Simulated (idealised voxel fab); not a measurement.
process module | voxel wiring stack
cross-section cut | 155 nm wide | cells 5 nm
A cross-section is a grid of square cells, given in bands from the top down. A band is one or more rows of cells.
Each band's line starts with the height of the band's top and of its bottom, in nm. Then come its materials from left to right, each with its width in nm. One material with "throughout" fills the band from edge to edge. "air" is empty space.
Height 0 is the level under which the wafer as received is all one material. The lowest band goes on downwards, as in "0 down".
A width such as "30 to 40" changes by the same amount from each row of cells to the next, from the band's top row to its bottom row.
"no change" after a step means that no cell of the cross-section changed.
closed voids: empty space of 8 cells or more with no open way to the top, each as width x height at its distance from the left edge, in nm
after a step's settings: what the simulator itself notes on the step
overlay nm, on a step with a mask: how far to the right of its planned place the mask lay; to the left if negative
plan
1 op RECEIVE | material Si
2 op CONFORMAL_DEP | material SiO2 | thk nm 15
3 op CONFORMAL_DEP | material SiCN | thk nm 5
4 op DIRECTIONAL_DEP | material lowk | thk nm 20
5 op PATTERN | tone open | mask id METAL_1 | material resist | width nm 20 | pitch nm 40 | thk nm 20 | overlay nm 0
6 op DIRECTIONAL_ETCH | etch materials lowk | depth nm 20
7 op DIRECTIONAL_ETCH | etch materials SiCN | depth nm 5
8 op STRIP | etch materials resist
9 op CONFORMAL_DEP | material TiN | thk nm 5
10 op FILL_DEP | material W | thk nm 10
11 op CMP | height nm 40
12 op CONFORMAL_DEP | material SiCN | thk nm 5
13 op DIRECTIONAL_DEP | material lowk | thk nm 15
14 op MASKED_ETCH | tone open | mask id PLUG_1 | width nm 15 | pitch nm 40 | etch materials lowk | depth nm 15 | overlay nm 0
15 op MASKED_ETCH | tone open | mask id PLUG_1 | width nm 15 | pitch nm 40 | etch materials SiCN | depth nm 5 | overlay nm 0
16 op EPI | material Ru | thk nm 10
17 op EPI | material Ru | thk nm 10
18 op CONFORMAL_DEP | material SiCN | thk nm 5
19 op DIRECTIONAL_DEP | material SiO2 | thk nm 25
20 op DIRECTIONAL_DEP | material aC | thk nm 10
21 op PATTERN | tone open | mask id METAL_2 | material resist | width nm 20 | pitch nm 40 | thk nm 25 | overlay nm 0
22 op DIRECTIONAL_ETCH | etch materials aC | depth nm 10
23 op STRIP | etch materials resist
24 op DIRECTIONAL_ETCH | etch materials SiO2 | depth nm 25
25 op DIRECTIONAL_ETCH | etch materials SiCN | depth nm 5
26 op STRIP | etch materials aC
27 op CONFORMAL_DEP | material TiN | thk nm 5
28 op FILL_DEP | material W | thk nm 10
29 op CMP | height nm 90
30 op CONFORMAL_DEP | material SiCN | thk nm 5
31 op DIRECTIONAL_DEP | material SiO2 | thk nm 15
32 op MASKED_ETCH | tone open | mask id PLUG_2 | width nm 15 | pitch nm 40 | etch materials SiO2 | depth nm 15 | overlay nm 0
33 op MASKED_ETCH | tone open | mask id PLUG_2 | width nm 15 | pitch nm 40 | etch materials SiCN | depth nm 5 | overlay nm 0
34 op EPI | material Ru | thk nm 10
35 op EPI | material Ru | thk nm 10
36 op CONFORMAL_DEP | material SiCN | thk nm 5
37 op DIRECTIONAL_DEP | material lowk | thk nm 15
38 op DIRECTIONAL_DEP | material aC | thk nm 10
39 op PATTERN | tone open | mask id METAL_3 | material resist | width nm 20 | pitch nm 40 | thk nm 30 | overlay nm 0
40 op DIRECTIONAL_ETCH | etch materials aC | depth nm 10
41 op STRIP | etch materials resist
42 op DIRECTIONAL_ETCH | etch materials lowk | depth nm 15
43 op DIRECTIONAL_ETCH | etch materials SiCN | depth nm 5
44 op STRIP | etch materials aC
45 op CONFORMAL_DEP | material TiN | thk nm 5
46 op FILL_DEP | material Cu | thk nm 5
47 op CMP | height nm 130
48 op EPI | material Ru | thk nm 5
49 op FILL_DEP | material SiCN | thk nm 5
as received, after step 1
  0 down: Si throughout
  closed voids: none
a wafer at the end: this start, this plan, one mistake
  140 to 135: SiCN throughout
  135 to 130: SiCN 25 | Ru 30 | SiCN 10 | Ru 30 | SiCN 10 | Ru 30 | SiCN 20
  130 to 115: lowk 30 | TiN 5 | Cu 10 | TiN 5 | lowk 20 | TiN 5 | Cu 10 | TiN 5 | lowk 20 | TiN 5 | Cu 10 | TiN 5 | lowk 25
  115 to 110: SiCN 30 | TiN 20 | SiCN 20 | TiN 20 | SiCN 20 | TiN 20 | SiCN 25
  110 to 95: SiO2 25 | Ru 15 | SiO2 25 | Ru 15 | SiO2 25 | Ru 15 | SiO2 35
  95 to 90: SiCN 25 | Ru 15 | SiCN 25 | Ru 15 | SiCN 25 | Ru 15 | SiCN 35
  90 to 65: SiO2 25 | TiN 5 | W 10 | TiN 5 | SiO2 20 | TiN 5 | W 10 | TiN 5 | SiO2 20 | TiN 5 | W 10 | TiN 5 | SiO2 30
  65 to 60: SiCN 25 | TiN 20 | SiCN 20 | TiN 20 | SiCN 20 | TiN 20 | SiCN 30
  60 to 45: lowk 25 | Ru 15 | lowk 25 | Ru 15 | lowk 25 | Ru 15 | lowk 35
  45 to 40: SiCN 25 | Ru 15 | SiCN 25 | Ru 15 | SiCN 25 | Ru 15 | SiCN 35
  40 to 20: lowk 25 | TiN 5 | W 10 | TiN 5 | lowk 20 | TiN 5 | W 10 | TiN 5 | lowk 20 | TiN 5 | W 10 | TiN 5 | lowk 30
  20 to 15: SiCN 25 | TiN 20 | SiCN 20 | TiN 20 | SiCN 20 | TiN 20 | SiCN 30
  15 to 0: SiO2 throughout
  0 down: Si throughout
  closed voids: none
what went wrong: step 39 ran as: op PATTERN | tone open | mask id METAL_3 | material resist | width nm 20 | pitch nm 40 | thk nm 30 | overlay nm 5
